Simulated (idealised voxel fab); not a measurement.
This section sets out a process module, namely voxel transistor to metal.
cross-section cut | 160 nm wide | cells 5 nm
Notation: cross-section as square-cell grid; stated in bands, top first, going down; one or more cell rows per band.
Top, bottom (nm), then materials left to right with widths (nm); lone material tagged "everywhere" fills the whole band edge to edge; "blank" = empty space.
For the purposes of this specification, 0 denotes the height below which the wafer in its as-received condition is composed wholly of one material, and the lowermost band, lacking a lower limit, extends downward without end, as expressed in "0 nm and below".
Width: "30 to 40" (first number = top row, second number = bottom row, same change from row to row of cells).
Where a step carries "remains unaltered", the cross-section came out of it unchanged, cell for cell.
Entry "Cavities, closed". Content: empty spaces with no open connection to the top, size 8 cells or greater. Each: width x height at distance. Distance: from left edge. Unit: nm.
That trailing text on a step's line, after the settings, is the simulator's own remark on the step.
The optional step-line setting "overlay nm" applies to steps with a mask and quantifies how far to the right of its planned location the mask lay, a negative value indicating leftward placement.
-- Steps in the process plan
1,RECEIVE, material Si
2,CONFORMAL_DEP, material SiO2, thk nm 5
3,CONFORMAL_DEP, material SiN, thk nm 10
4,MASKED_ETCH, tone cover, mask id ACTIVE, width nm 115, etch materials SiN, depth nm 10, overlay nm -5
5,MASKED_ETCH, tone cover, mask id ACTIVE, width nm 115, etch materials SiO2, depth nm 5, overlay nm 0
6,MASKED_ETCH, tone cover, mask id ACTIVE, width nm 115, etch materials Si, depth nm 30, overlay nm 0
7,OXIDIZE, depth nm 5
8,FILL_DEP, material SiO2, thk nm 15
9,CMP, height nm 15
10,SELECTIVE_ETCH, etch materials SiO2, depth nm 10
11,STRIP, etch materials SiN
12,SELECTIVE_ETCH, etch materials SiO2, depth nm 5
13,OXIDIZE, depth nm 5
14,DIRECTIONAL_DEP, material polySi, thk nm 25
15,DIRECTIONAL_DEP, material SiCN, thk nm 10
16,PATTERN, tone cover, mask id GATE, material resist, width nm 25, thk nm 20, overlay nm 0
17,DIRECTIONAL_ETCH, etch materials SiCN, depth nm 20
18,DIRECTIONAL_ETCH, etch materials polySi, depth nm 35
19,STRIP, etch materials resist
20,CONFORMAL_DEP, material SiO2, thk nm 5
21,DIRECTIONAL_ETCH, etch materials SiO2, depth nm 5
22,CONFORMAL_DEP, material SiN, thk nm 5
23,DIRECTIONAL_ETCH, etch materials SiN, depth nm 5
24,DIRECTIONAL_ETCH, etch materials SiO2, depth nm 5
25,EPI, material pSi, thk nm 5
26,FILL_DEP, material SiO2, thk nm 10
27,CMP, height nm 35
28,DIRECTIONAL_DEP, material SiO2, thk nm 10
29,MASKED_ETCH, tone open, mask id CONTACT, width nm 35, pitch nm 70, etch materials SiO2, depth nm 45, overlay nm 0
30,CONFORMAL_DEP, material TiN, thk nm 5
31,FILL_DEP, material Ru, thk nm 10
32,CMP, height nm 45
33,CONFORMAL_DEP, material SiN, thk nm 5
34,DIRECTIONAL_DEP, material lowk, thk nm 20
35,PATTERN, tone open, mask id METAL_1, material resist, width nm 20, pitch nm 85, thk nm 20, overlay nm 0
36,DIRECTIONAL_ETCH, etch materials lowk, depth nm 20
37,DIRECTIONAL_ETCH, etch materials SiN, depth nm 5
38,STRIP, etch materials resist
39,CONFORMAL_DEP, material TiN, thk nm 5
40,FILL_DEP, material W, thk nm 5
41,CMP, height nm 70
42,EPI, material Ru, thk nm 5
43,FILL_DEP, material SiCN, thk nm 5
Among the wafers covered here, the point of difference is the overlay nm at step 4; their starting state is shared, and the plan presents the value of the first wafer.
-- Cross-sectional view of the first of several wafers in the as-received condition, corresponding to the state following step 1
> 0 nm and below = Si everywhere
> Cavities, closed: none
-- Heads up, this table goes wafer by wafer. A row tells you, at the end of the module, how many cells of each material that wafer has put on (+) or dropped (-) since it was received, and then its closed voids
overlay nm -5 | +78 Ru | -92 Si | +62 SiCN | +38 SiN | +204 SiO2 | +70 TiN | +16 W | +96 lowk | +15 pSi | +25 polySi | Cavities, closed: none
overlay nm 0 | +78 Ru | -98 Si | +62 SiCN | +38 SiN | +211 SiO2 | +70 TiN | +16 W | +96 lowk | +14 pSi | +25 polySi | Cavities, closed: none
overlay nm 5 | +78 Ru | -92 Si | +62 SiCN | +38 SiN | +204 SiO2 | +70 TiN | +16 W | +96 lowk | +15 pSi | +25 polySi | Cavities, closed: none
overlay nm 10 | +78 Ru | -86 Si | +62 SiCN | +38 SiN | +197 SiO2 | +70 TiN | +16 W | +96 lowk | +16 pSi | +25 polySi | Cavities, closed: none
